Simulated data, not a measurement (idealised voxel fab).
This section sets out a process module, namely voxel transistor to metal.
The figure presents cross-section cut, which has a width of 175 nm and is divided into square cells with an edge length of 5 nm.
When this document writes out a cross-section, it uses a grid of square cells and lists it as bands, beginning at the top and moving down, with a band standing for one or more rows of cells.
What a band's entry tells you: where the top is and where the bottom is, as heights in nm, and after that what lies inside, material by material from left to right, each with its width in nm. Empty space is written as the word "blank", and a single material marked with the word "full width" occupies the band from edge to edge.
Heights are measured from 0, the level below which the as-received wafer is all one material; the lowest band has no bottom and continues downward, written as in "from 0 down".
Note: "30 to 40" means the width goes from the first number (top row of the band) to the second number (bottom row) in equal steps per row of cells.
"left unchanged" means the step left every cell of the cross-section as it was.
The label "Trapped cavities" introduces a list of the empty spaces, 8 cells or larger, that have no open way up to the top; each entry in it reads width x height at distance, where the distance is taken from the left edge and all three are stated in nm.
What comes after the settings on a step's line is commentary from the simulator itself on that step.
The line of a step may include "overlay nm". On a step with a mask, this value is how far to the right of its planned place the mask lay. A negative value means the mask lay to the left.
Planned process steps
1) RECEIVE,material Si
2) OXIDIZE,depth nm 5
3) CONFORMAL_DEP,material SiN,thk nm 10
4) DIRECTIONAL_DEP,material aC,thk nm 10
5) PATTERN,tone cover,mask id ACTIVE,material resist,width nm 105,thk nm 30,overlay nm 0
6) DIRECTIONAL_ETCH,etch materials aC,depth nm 10
7) STRIP,etch materials resist
8) DIRECTIONAL_ETCH,etch materials SiN,depth nm 10
9) DIRECTIONAL_ETCH,etch materials SiO2,depth nm 5
10) DIRECTIONAL_ETCH,etch materials Si,depth nm 25
11) STRIP,etch materials aC
12) FILL_DEP,material SiO2,thk nm 15
13) CMP,height nm 10
14) SELECTIVE_ETCH,etch materials SiO2,depth nm 5
15) STRIP,etch materials SiN
16) SELECTIVE_ETCH,etch materials SiO2,depth nm 5
17) OXIDIZE,depth nm 5
18) DIRECTIONAL_DEP,material polySi,thk nm 30
19) DIRECTIONAL_DEP,material SiCN,thk nm 15
20) PATTERN,tone cover,mask id GATE,material resist,width nm 15,thk nm 20,overlay nm 0
21) DIRECTIONAL_ETCH,etch materials SiCN,depth nm 25
22) DIRECTIONAL_ETCH,etch materials polySi,depth nm 40
23) STRIP,etch materials resist
24) CONFORMAL_DEP,material SiO2,thk nm 5
25) DIRECTIONAL_ETCH,etch materials SiO2,depth nm 5
26) CONFORMAL_DEP,material SiN,thk nm 10
27) DIRECTIONAL_ETCH,etch materials SiN,depth nm 10
28) DIRECTIONAL_ETCH,etch materials SiO2,depth nm 5
29) DIRECTIONAL_ETCH,etch materials Si,depth nm 15
30) EPI,material pSi,thk nm 20
31) FILL_DEP,material SiO2,thk nm 5
32) CMP,height nm 40
33) DIRECTIONAL_DEP,material SiO2,thk nm 15
34) PATTERN,tone open,mask id CONTACT,material resist,width nm 20,pitch nm 65,thk nm 20,overlay nm 0
35) DIRECTIONAL_ETCH,etch materials SiO2,depth nm 45
36) STRIP,etch materials resist
37) CONFORMAL_DEP,material TiN,thk nm 5
38) FILL_DEP,material Ru,thk nm 5
39) CMP,height nm 55
40) DIRECTIONAL_DEP,material TiN,thk nm 5
41) DIRECTIONAL_DEP,material Ru,thk nm 25
42) PATTERN,tone cover,mask id METAL_1,material resist,width nm 20,pitch nm 65,thk nm 20,overlay nm 0
43) DIRECTIONAL_ETCH,etch materials Ru,depth nm 25
44) DIRECTIONAL_ETCH,etch materials TiN,depth nm 5
45) STRIP,etch materials resist
46) FILL_DEP,material SiO2,thk nm 5
47) CMP,height nm 85
48) CONFORMAL_DEP,material SiN,thk nm 5
Shown in cross-section is the wafer as received, that is, as it stands after step 1
from 0 down = Si full width
Trapped cavities: none
Cross-section, end of module. Start: as above. Plan: as above. Execution: one mistake
from 85 to 80 = SiN full width
from 80 to 60 = SiO2: 45  Ru: 20  SiO2: 45  Ru: 20  SiO2: 45
from 60 to 55 = SiO2: 45  TiN: 20  SiO2: 45  TiN: 20  SiO2: 45
from 55 to 40 = SiO2: 45  TiN: 5  Ru: 10  TiN: 5  SiO2: 45  TiN: 5  Ru: 10  TiN: 5  SiO2: 45
from 40 to 25 = SiO2: 45  TiN: 5  Ru: 10  TiN: 5  SiN: 10  SiO2: 5  SiCN: 15  SiO2: 5  SiN: 10  TiN: 5  Ru: 10  TiN: 5  SiO2: 45
from 25 to 15 = SiO2: 45  TiN: 5  Ru: 10  TiN: 5  SiN: 10  SiO2: 5  polySi: 15  SiO2: 5  SiN: 10  TiN: 5  Ru: 10  TiN: 5  SiO2: 45
from 15 to 10 = SiO2: 45  TiN: 20  SiN: 10  SiO2: 5  polySi: 15  SiO2: 5  SiN: 10  TiN: 20  SiO2: 45
from 10 to 0 = SiO2: 35  pSi: 30  SiN: 10  SiO2: 5  polySi: 15  SiO2: 5  SiN: 10  pSi: 30  SiO2: 35
from 0 to -5 = SiO2: 35  SiN: 10  pSi: 20  SiN: 10  SiO2: 5  polySi: 15  SiO2: 5  SiN: 10  pSi: 20  SiN: 10  SiO2: 35
from -5 to -10 = SiO2: 45  pSi: 20  SiO2: 45  pSi: 20  SiO2: 45
from -10 to -25 = SiO2: 35  Si: 10  pSi: 20  Si: 45  pSi: 20  Si: 10  SiO2: 35
from -25 to -30 = SiO2: 35  Si: 105  SiO2: 35
from -30 down = Si full width
Trapped cavities: none
Deviation noted in wafer processing: rather than as planned, step 47 actually ran as CMP,height nm 80
